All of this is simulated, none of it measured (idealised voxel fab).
process module | voxel fin reveal
cross-section cut | 170 nm wide | cells 5 nm
A cross-section is a grid of square cells, given in bands from the top down. A band is one or more rows of cells.
Each band's line starts with the height of the band's top and of its bottom, in nm. Then come its materials from left to right, each with its width in nm. One material with "throughout" fills the band from edge to edge. "air" is empty space.
Height 0 is the level under which the wafer as received is all one material. The lowest band goes on downwards, as in "0 down".
A width such as "30 to 40" changes by the same amount from each row of cells to the next, from the band's top row to its bottom row.
"no change" after a step means that no cell of the cross-section changed.
closed voids: empty space of 8 cells or more with no open way to the top, each as width x height at its distance from the left edge, in nm
after a step's settings: what the simulator itself notes on the step
overlay nm, on a step with a mask: how far to the right of its planned place the mask lay; to the left if negative
plan
1 op RECEIVE | material Si
2 op CONFORMAL_DEP | material SiN | thk nm 5
3 op PATTERN | tone cover | mask id FINS | material resist | width nm 15 | pitch nm 35 | thk nm 15 | overlay nm 0
4 op DIRECTIONAL_ETCH | etch materials SiN | depth nm 5
5 op DIRECTIONAL_ETCH | etch materials Si | depth nm 40
6 op STRIP | etch materials resist
7 op OXIDIZE | depth nm 5
8 op FILL_DEP | material SiO2 | thk nm 5
9 op CMP | height nm 5
10 op SELECTIVE_ETCH | etch materials SiO2 | depth nm 30
11 op STRIP | etch materials SiN
12 op CONFORMAL_DEP | material HfO2 | thk nm 5
varied across the wafers: thk nm of step 2. The plan shows the first wafer's value. All wafers start alike
first wafer as received, after step 1
  0 down: Si throughout
  closed voids: none
each wafer at the end: cells of each material gained (+) or lost (-) since it was received, then its closed voids
thk nm 5 | +64 HfO2 | -279 Si | +124 SiO2 | closed voids: none
thk nm 10 | +34 HfO2 | closed voids: none
thk nm 15 | +34 HfO2 | closed voids: none
thk nm 20 | +34 HfO2 | closed voids: none
